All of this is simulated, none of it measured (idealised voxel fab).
Module name: voxel wiring stack (process module)
The cross-section shown here is cut; it is 250 nm wide and divided into square cells measuring 5 nm on a side.
Cross-section = grid of square cells, listed top down in bands; band = one or more rows.
For a band, the entry starts with two heights in nm, that of the top and then that of the bottom, and carries on with the band's materials in order from left to right, each alongside its width in nm; the word "full width" beside a single material means it fills the band edge to edge, and "blank" means empty space.
Heights are measured from 0, the level below which the as-received wafer is all one material; the lowest band has no bottom and continues downward, written as in "0 nm and below".
When a width is written as two numbers, as in "30 to 40", the first number is the width in the top row of cells of the band and the second is the width in its bottom row, and the width changes by the same amount from each row to the next.
Take "remained unchanged" at face value: in the step it is given for, the cross-section changed in none of its cells.
Each empty space that has no open way to the top and spans at least 8 cells appears under "Enclosed empty spaces" as width x height at distance, the distance counted from the left edge, all in nm.
Text after the settings on a step's line: the simulator's own remark on that step.
"overlay nm", when on a step's line for a step with a mask, measures how far to the right of its planned place the mask lay; a negative measure means to the left.

# This section lists the process steps that were planned
1. RECEIVE: material Si
2. CONFORMAL_DEP: material SiO2, thk nm 15
3. CONFORMAL_DEP: material SiN, thk nm 5
4. DIRECTIONAL_DEP: material lowk, thk nm 20
5. MASKED_ETCH: tone open, mask id METAL_1, width nm 30, pitch nm 60, etch materials lowk, depth nm 20, overlay nm 0
6. MASKED_ETCH: tone open, mask id METAL_1, width nm 30, pitch nm 60, etch materials SiN, depth nm 5, overlay nm 0
7. CONFORMAL_DEP: material TiN, thk nm 5
8. FILL_DEP: material Cu, thk nm 10
9. CMP: height nm 40
10. CONFORMAL_DEP: material SiCN, thk nm 5
11. DIRECTIONAL_DEP: material lowk, thk nm 20
12. PATTERN: tone open, mask id PLUG_1, material resist, width nm 15, pitch nm 60, thk nm 15, overlay nm 0
13. DIRECTIONAL_ETCH: etch materials lowk, depth nm 20
14. DIRECTIONAL_ETCH: etch materials SiCN, depth nm 5
15. STRIP: etch materials resist
16. CONFORMAL_DEP: material TiN, thk nm 5
17. FILL_DEP: material Ru, thk nm 5
18. CMP: height nm 65
19. CONFORMAL_DEP: material SiN, thk nm 5
20. DIRECTIONAL_DEP: material SiO2, thk nm 15
21. DIRECTIONAL_DEP: material aC, thk nm 15
22. PATTERN: tone open, mask id METAL_2, material resist, width nm 30, pitch nm 60, thk nm 35, overlay nm 0
23. DIRECTIONAL_ETCH: etch materials aC, depth nm 15
24. STRIP: etch materials resist
25. DIRECTIONAL_ETCH: etch materials SiO2, depth nm 15
26. DIRECTIONAL_ETCH: etch materials SiN, depth nm 5
27. STRIP: etch materials aC
28. CONFORMAL_DEP: material TiN, thk nm 5
29. FILL_DEP: material Cu, thk nm 5
30. CMP: height nm 85
31. CONFORMAL_DEP: material SiN, thk nm 5

# The first wafer of two, processed as planned

# Cross-section of the wafer at receipt, which is the condition after step 1
> 0 nm and below: Si full width
> Enclosed empty spaces: none

# Cross-sectional representation of the wafer at the conclusion of step 2
> 15 nm to 0 nm: SiO2 full width
> Under the height 0 nothing was changed.

# Cross-sectional representation of the wafer at the conclusion of step 3
> 20 nm to 15 nm: SiN full width
> Under the height 15 nothing was changed.

# Cross-sectional representation of the wafer at the conclusion of step 4
> 40 nm to 20 nm: lowk full width
> Under the height 20 nothing was changed.

# Cross-sectional representation of the wafer at the conclusion of step 5
> 40 nm to 20 nm: lowk: 50, then blank: 30, then lowk: 30, then blank: 30, then lowk: 30, then blank: 30, then lowk: 50
> Under the height 20 nothing was changed.

# Cross-sectional representation of the wafer at the conclusion of step 6
> 40 nm to 20 nm: lowk: 50, then blank: 30, then lowk: 30, then blank: 30, then lowk: 30, then blank: 30, then lowk: 50
> 20 nm to 15 nm: SiN: 50, then blank: 30, then SiN: 30, then blank: 30, then SiN: 30, then blank: 30, then SiN: 50
> Under the height 15 nothing was changed.

# Cross-sectional representation of the wafer at the conclusion of step 7
> 45 nm to 40 nm: TiN: 55, then blank: 20, then TiN: 40, then blank: 20, then TiN: 40, then blank: 20, then TiN: 55
> 40 nm to 20 nm: lowk: 50, then TiN: 5, then blank: 20, then TiN: 5, then lowk: 30, then TiN: 5, then blank: 20, then TiN: 5, then lowk: 30, then TiN: 5, then blank: 20, then TiN: 5, then lowk: 50
> 20 nm to 15 nm: SiN: 50, then TiN: 30, then SiN: 30, then TiN: 30, then SiN: 30, then TiN: 30, then SiN: 50
> Under the height 15 nothing was changed.

# Cross-sectional representation of the wafer at the conclusion of step 8
> 55 nm to 45 nm: Cu full width
> 45 nm to 40 nm: TiN: 55, then Cu: 20, then TiN: 40, then Cu: 20, then TiN: 40, then Cu: 20, then TiN: 55
> 40 nm to 20 nm: lowk: 50, then TiN: 5, then Cu: 20, then TiN: 5, then lowk: 30, then TiN: 5, then Cu: 20, then TiN: 5, then lowk: 30, then TiN: 5, then Cu: 20, then TiN: 5, then lowk: 50
> Under the height 20 nothing was changed.

# Cross-sectional representation of the wafer at the conclusion of step 9
> 40 nm to 20 nm: lowk: 50, then TiN: 5, then Cu: 20, then TiN: 5, then lowk: 30, then TiN: 5, then Cu: 20, then TiN: 5, then lowk: 30, then TiN: 5, then Cu: 20, then TiN: 5, then lowk: 50
> Under the height 20 nothing was changed.

# Cross-sectional representation of the wafer at the conclusion of step 10
> 45 nm to 40 nm: SiCN full width
> Under the height 40 nothing was changed.

# Cross-sectional representation of the wafer at the conclusion of step 11
> 65 nm to 45 nm: lowk full width
> Under the height 45 nothing was changed.

# Cross-sectional representation of the wafer at the conclusion of step 12
> 80 nm to 65 nm: resist: 50, then blank: 15, then resist: 45, then blank: 15, then resist: 45, then blank: 15, then resist: 65
> Under the height 65 nothing was changed.

# Cross-sectional representation of the wafer at the conclusion of step 13
> 80 nm to 65 nm: resist: 50, then blank: 15, then resist: 45, then blank: 15, then resist: 45, then blank: 15, then resist: 65
> 65 nm to 45 nm: lowk: 50, then blank: 15, then lowk: 45, then blank: 15, then lowk: 45, then blank: 15, then lowk: 65
> Under the height 45 nothing was changed.

# Cross-sectional representation of the wafer at the conclusion of step 14
> 80 nm to 65 nm: resist: 50, then blank: 15, then resist: 45, then blank: 15, then resist: 45, then blank: 15, then resist: 65
> 65 nm to 45 nm: lowk: 50, then blank: 15, then lowk: 45, then blank: 15, then lowk: 45, then blank: 15, then lowk: 65
> 45 nm to 40 nm: SiCN: 50, then blank: 15, then SiCN: 45, then blank: 15, then SiCN: 45, then blank: 15, then SiCN: 65
> Under the height 40 nothing was changed.

# Cross-sectional representation of the wafer at the conclusion of step 15
> 65 nm to 45 nm: lowk: 50, then blank: 15, then lowk: 45, then blank: 15, then lowk: 45, then blank: 15, then lowk: 65
> Under the height 45 nothing was changed.

# Cross-sectional representation of the wafer at the conclusion of step 16
> 70 nm to 65 nm: TiN: 55, then blank: 5, then TiN: 55, then blank: 5, then TiN: 55, then blank: 5, then TiN: 70
> 65 nm to 45 nm: lowk: 50, then TiN: 5, then blank: 5, then TiN: 5, then lowk: 45, then TiN: 5, then blank: 5, then TiN: 5, then lowk: 45, then TiN: 5, then blank: 5, then TiN: 5, then lowk: 65
> 45 nm to 40 nm: SiCN: 50, then TiN: 15, then SiCN: 45, then TiN: 15, then SiCN: 45, then TiN: 15, then SiCN: 65
> Under the height 40 nothing was changed.

# Cross-sectional representation of the wafer at the conclusion of step 17
> 75 nm to 70 nm: Ru full width
> 70 nm to 65 nm: TiN: 55, then Ru: 5, then TiN: 55, then Ru: 5, then TiN: 55, then Ru: 5, then TiN: 70
> 65 nm to 45 nm: lowk: 50, then TiN: 5, then Ru: 5, then TiN: 5, then lowk: 45, then TiN: 5, then Ru: 5, then TiN: 5, then lowk: 45, then TiN: 5, then Ru: 5, then TiN: 5, then lowk: 65
> Under the height 45 nothing was changed.

# Cross-sectional representation of the wafer at the conclusion of step 18
> 65 nm to 45 nm: lowk: 50, then TiN: 5, then Ru: 5, then TiN: 5, then lowk: 45, then TiN: 5, then Ru: 5, then TiN: 5, then lowk: 45, then TiN: 5, then Ru: 5, then TiN: 5, then lowk: 65
> Under the height 45 nothing was changed.

# Cross-sectional representation of the wafer at the conclusion of step 19
> 70 nm to 65 nm: SiN full width
> Under the height 65 nothing was changed.

# Cross-sectional representation of the wafer at the conclusion of step 20
> 85 nm to 70 nm: SiO2 full width
> Under the height 70 nothing was changed.

# Cross-sectional representation of the wafer at the conclusion of step 21
> 100 nm to 85 nm: aC full width
> Under the height 85 nothing was changed.

# Cross-sectional representation of the wafer at the conclusion of step 22
> 135 nm to 100 nm: resist: 50, then blank: 30, then resist: 30, then blank: 30, then resist: 30, then blank: 30, then resist: 50
> Under the height 100 nothing was changed.

# Cross-sectional representation of the wafer at the conclusion of step 23
> 120 nm to 100 nm: resist: 50, then blank: 30, then resist: 30, then blank: 30, then resist: 30, then blank: 30, then resist: 50
> 100 nm to 85 nm: aC: 50, then blank: 30, then aC: 30, then blank: 30, then aC: 30, then blank: 30, then aC: 50
> Under the height 85 nothing was changed.

# Cross-sectional representation of the wafer at the conclusion of step 24
> 100 nm to 85 nm: aC: 50, then blank: 30, then aC: 30, then blank: 30, then aC: 30, then blank: 30, then aC: 50
> Under the height 85 nothing was changed.

# Cross-sectional representation of the wafer at the conclusion of step 25
> 100 nm to 85 nm: aC: 50, then blank: 30, then aC: 30, then blank: 30, then aC: 30, then blank: 30, then aC: 50
> 85 nm to 70 nm: SiO2: 50, then blank: 30, then SiO2: 30, then blank: 30, then SiO2: 30, then blank: 30, then SiO2: 50
> Under the height 70 nothing was changed.

# Cross-sectional representation of the wafer at the conclusion of step 26
> 100 nm to 85 nm: aC: 50, then blank: 30, then aC: 30, then blank: 30, then aC: 30, then blank: 30, then aC: 50
> 85 nm to 70 nm: SiO2: 50, then blank: 30, then SiO2: 30, then blank: 30, then SiO2: 30, then blank: 30, then SiO2: 50
> 70 nm to 65 nm: SiN: 50, then blank: 30, then SiN: 30, then blank: 30, then SiN: 30, then blank: 30, then SiN: 50
> Under the height 65 nothing was changed.

# Cross-sectional representation of the wafer at the conclusion of step 27
> 85 nm to 70 nm: SiO2: 50, then blank: 30, then SiO2: 30, then blank: 30, then SiO2: 30, then blank: 30, then SiO2: 50
> Under the height 70 nothing was changed.

# Cross-sectional representation of the wafer at the conclusion of step 28
> 90 nm to 85 nm: TiN: 55, then blank: 20, then TiN: 40, then blank: 20, then TiN: 40, then blank: 20, then TiN: 55
> 85 nm to 70 nm: SiO2: 50, then TiN: 5, then blank: 20, then TiN: 5, then SiO2: 30, then TiN: 5, then blank: 20, then TiN: 5, then SiO2: 30, then TiN: 5, then blank: 20, then TiN: 5, then SiO2: 50
> 70 nm to 65 nm: SiN: 50, then TiN: 30, then SiN: 30, then TiN: 30, then SiN: 30, then TiN: 30, then SiN: 50
> Under the height 65 nothing was changed.

# Cross-sectional representation of the wafer at the conclusion of step 29
> 95 nm to 90 nm: Cu full width
> 90 nm to 85 nm: TiN: 55, then Cu: 20, then TiN: 40, then Cu: 20, then TiN: 40, then Cu: 20, then TiN: 55
> 85 nm to 70 nm: SiO2: 50, then TiN: 5, then Cu: 20, then TiN: 5, then SiO2: 30, then TiN: 5, then Cu: 20, then TiN: 5, then SiO2: 30, then TiN: 5, then Cu: 20, then TiN: 5, then SiO2: 50
> Under the height 70 nothing was changed.

# Cross-sectional representation of the wafer at the conclusion of step 30
> 85 nm to 70 nm: SiO2: 50, then TiN: 5, then Cu: 20, then TiN: 5, then SiO2: 30, then TiN: 5, then Cu: 20, then TiN: 5, then SiO2: 30, then TiN: 5, then Cu: 20, then TiN: 5, then SiO2: 50
> Under the height 70 nothing was changed.

# Cross-sectional representation of the wafer at the conclusion of step 31
> 90 nm to 85 nm: SiN full width
> Under the height 85 nothing was changed.

# second wafer: like start, like plan, one mistake. Through step 2 it matches the first wafer

At the planned end of step 3, the second wafer in cross-section: remained unchanged

# At the planned end of step 4, the second wafer in cross-section
> 35 nm to 15 nm: lowk full width
> Under the height 15 nothing was changed.

# At the planned end of step 5, the second wafer in cross-section
> 35 nm to 15 nm: lowk: 50, then blank: 30, then lowk: 30, then blank: 30, then lowk: 30, then blank: 30, then lowk: 50
> Under the height 15 nothing was changed.

At the planned end of step 6, the second wafer in cross-section: remained unchanged

# At the planned end of step 7, the second wafer in cross-section
> 40 nm to 35 nm: TiN: 55, then blank: 20, then TiN: 40, then blank: 20, then TiN: 40, then blank: 20, then TiN: 55
> 35 nm to 20 nm: lowk: 50, then TiN: 5, then blank: 20, then TiN: 5, then lowk: 30, then TiN: 5, then blank: 20, then TiN: 5, then lowk: 30, then TiN: 5, then blank: 20, then TiN: 5, then lowk: 50
> 20 nm to 15 nm: lowk: 50, then TiN: 30, then lowk: 30, then TiN: 30, then lowk: 30, then TiN: 30, then lowk: 50
> Under the height 15 nothing was changed.

# At the planned end of step 8, the second wafer in cross-section
> 50 nm to 40 nm: Cu full width
> 40 nm to 35 nm: TiN: 55, then Cu: 20, then TiN: 40, then Cu: 20, then TiN: 40, then Cu: 20, then TiN: 55
> 35 nm to 20 nm: lowk: 50, then TiN: 5, then Cu: 20, then TiN: 5, then lowk: 30, then TiN: 5, then Cu: 20, then TiN: 5, then lowk: 30, then TiN: 5, then Cu: 20, then TiN: 5, then lowk: 50
> Under the height 20 nothing was changed.

# At the planned end of step 9, the second wafer in cross-section
> 40 nm to 35 nm: TiN: 55, then Cu: 20, then TiN: 40, then Cu: 20, then TiN: 40, then Cu: 20, then TiN: 55
> Under the height 35 nothing was changed.

# At the planned end of step 10, the second wafer in cross-section
> 45 nm to 40 nm: SiCN full width
> Under the height 40 nothing was changed.

# At the planned end of step 11, the second wafer in cross-section
> 65 nm to 45 nm: lowk full width
> Under the height 45 nothing was changed.

# At the planned end of step 12, the second wafer in cross-section
> 80 nm to 65 nm: resist: 50, then blank: 15, then resist: 45, then blank: 15, then resist: 45, then blank: 15, then resist: 65
> Under the height 65 nothing was changed.

# At the planned end of step 13, the second wafer in cross-section
> 80 nm to 65 nm: resist: 50, then blank: 15, then resist: 45, then blank: 15, then resist: 45, then blank: 15, then resist: 65
> 65 nm to 45 nm: lowk: 50, then blank: 15, then lowk: 45, then blank: 15, then lowk: 45, then blank: 15, then lowk: 65
> Under the height 45 nothing was changed.

# At the planned end of step 14, the second wafer in cross-section
> 80 nm to 65 nm: resist: 50, then blank: 15, then resist: 45, then blank: 15, then resist: 45, then blank: 15, then resist: 65
> 65 nm to 45 nm: lowk: 50, then blank: 15, then lowk: 45, then blank: 15, then lowk: 45, then blank: 15, then lowk: 65
> 45 nm to 40 nm: SiCN: 50, then blank: 15, then SiCN: 45, then blank: 15, then SiCN: 45, then blank: 15, then SiCN: 65
> Under the height 40 nothing was changed.

# At the planned end of step 15, the second wafer in cross-section
> 65 nm to 45 nm: lowk: 50, then blank: 15, then lowk: 45, then blank: 15, then lowk: 45, then blank: 15, then lowk: 65
> Under the height 45 nothing was changed.

# At the planned end of step 16, the second wafer in cross-section
> 70 nm to 65 nm: TiN: 55, then blank: 5, then TiN: 55, then blank: 5, then TiN: 55, then blank: 5, then TiN: 70
> 65 nm to 45 nm: lowk: 50, then TiN: 5, then blank: 5, then TiN: 5, then lowk: 45, then TiN: 5, then blank: 5, then TiN: 5, then lowk: 45, then TiN: 5, then blank: 5, then TiN: 5, then lowk: 65
> 45 nm to 40 nm: SiCN: 50, then TiN: 15, then SiCN: 45, then TiN: 15, then SiCN: 45, then TiN: 15, then SiCN: 65
> Under the height 40 nothing was changed.

# At the planned end of step 17, the second wafer in cross-section
> 75 nm to 70 nm: Ru full width
> 70 nm to 65 nm: TiN: 55, then Ru: 5, then TiN: 55, then Ru: 5, then TiN: 55, then Ru: 5, then TiN: 70
> 65 nm to 45 nm: lowk: 50, then TiN: 5, then Ru: 5, then TiN: 5, then lowk: 45, then TiN: 5, then Ru: 5, then TiN: 5, then lowk: 45, then TiN: 5, then Ru: 5, then TiN: 5, then lowk: 65
> Under the height 45 nothing was changed.

# At the planned end of step 18, the second wafer in cross-section
> 65 nm to 45 nm: lowk: 50, then TiN: 5, then Ru: 5, then TiN: 5, then lowk: 45, then TiN: 5, then Ru: 5, then TiN: 5, then lowk: 45, then TiN: 5, then Ru: 5, then TiN: 5, then lowk: 65
> Under the height 45 nothing was changed.

# At the planned end of step 19, the second wafer in cross-section
> 70 nm to 65 nm: SiN full width
> Under the height 65 nothing was changed.

# At the planned end of step 20, the second wafer in cross-section
> 85 nm to 70 nm: SiO2 full width
> Under the height 70 nothing was changed.

# At the planned end of step 21, the second wafer in cross-section
> 100 nm to 85 nm: aC full width
> Under the height 85 nothing was changed.

# At the planned end of step 22, the second wafer in cross-section
> 135 nm to 100 nm: resist: 50, then blank: 30, then resist: 30, then blank: 30, then resist: 30, then blank: 30, then resist: 50
> Under the height 100 nothing was changed.

# At the planned end of step 23, the second wafer in cross-section
> 120 nm to 100 nm: resist: 50, then blank: 30, then resist: 30, then blank: 30, then resist: 30, then blank: 30, then resist: 50
> 100 nm to 85 nm: aC: 50, then blank: 30, then aC: 30, then blank: 30, then aC: 30, then blank: 30, then aC: 50
> Under the height 85 nothing was changed.

# At the planned end of step 24, the second wafer in cross-section
> 100 nm to 85 nm: aC: 50, then blank: 30, then aC: 30, then blank: 30, then aC: 30, then blank: 30, then aC: 50
> Under the height 85 nothing was changed.

# At the planned end of step 25, the second wafer in cross-section
> 100 nm to 85 nm: aC: 50, then blank: 30, then aC: 30, then blank: 30, then aC: 30, then blank: 30, then aC: 50
> 85 nm to 70 nm: SiO2: 50, then blank: 30, then SiO2: 30, then blank: 30, then SiO2: 30, then blank: 30, then SiO2: 50
> Under the height 70 nothing was changed.

# At the planned end of step 26, the second wafer in cross-section
> 100 nm to 85 nm: aC: 50, then blank: 30, then aC: 30, then blank: 30, then aC: 30, then blank: 30, then aC: 50
> 85 nm to 70 nm: SiO2: 50, then blank: 30, then SiO2: 30, then blank: 30, then SiO2: 30, then blank: 30, then SiO2: 50
> 70 nm to 65 nm: SiN: 50, then blank: 30, then SiN: 30, then blank: 30, then SiN: 30, then blank: 30, then SiN: 50
> Under the height 65 nothing was changed.

# At the planned end of step 27, the second wafer in cross-section
> 85 nm to 70 nm: SiO2: 50, then blank: 30, then SiO2: 30, then blank: 30, then SiO2: 30, then blank: 30, then SiO2: 50
> Under the height 70 nothing was changed.

# At the planned end of step 28, the second wafer in cross-section
> 90 nm to 85 nm: TiN: 55, then blank: 20, then TiN: 40, then blank: 20, then TiN: 40, then blank: 20, then TiN: 55
> 85 nm to 70 nm: SiO2: 50, then TiN: 5, then blank: 20, then TiN: 5, then SiO2: 30, then TiN: 5, then blank: 20, then TiN: 5, then SiO2: 30, then TiN: 5, then blank: 20, then TiN: 5, then SiO2: 50
> 70 nm to 65 nm: SiN: 50, then TiN: 30, then SiN: 30, then TiN: 30, then SiN: 30, then TiN: 30, then SiN: 50
> Under the height 65 nothing was changed.

# At the planned end of step 29, the second wafer in cross-section
> 95 nm to 90 nm: Cu full width
> 90 nm to 85 nm: TiN: 55, then Cu: 20, then TiN: 40, then Cu: 20, then TiN: 40, then Cu: 20, then TiN: 55
> 85 nm to 70 nm: SiO2: 50, then TiN: 5, then Cu: 20, then TiN: 5, then SiO2: 30, then TiN: 5, then Cu: 20, then TiN: 5, then SiO2: 30, then TiN: 5, then Cu: 20, then TiN: 5, then SiO2: 50
> Under the height 70 nothing was changed.

# At the planned end of step 30, the second wafer in cross-section
> 85 nm to 70 nm: SiO2: 50, then TiN: 5, then Cu: 20, then TiN: 5, then SiO2: 30, then TiN: 5, then Cu: 20, then TiN: 5, then SiO2: 30, then TiN: 5, then Cu: 20, then TiN: 5, then SiO2: 50
> Under the height 70 nothing was changed.

# At the planned end of step 31, the second wafer in cross-section
> 90 nm to 85 nm: SiN full width
> Under the height 85 nothing was changed.
What was done differently from what was planned? plan step 3: skipped, not run
The closing comparison, in cells, has the second wafer with more or fewer of some materials than the first: SiN: 32 fewer; TiN: 32 more
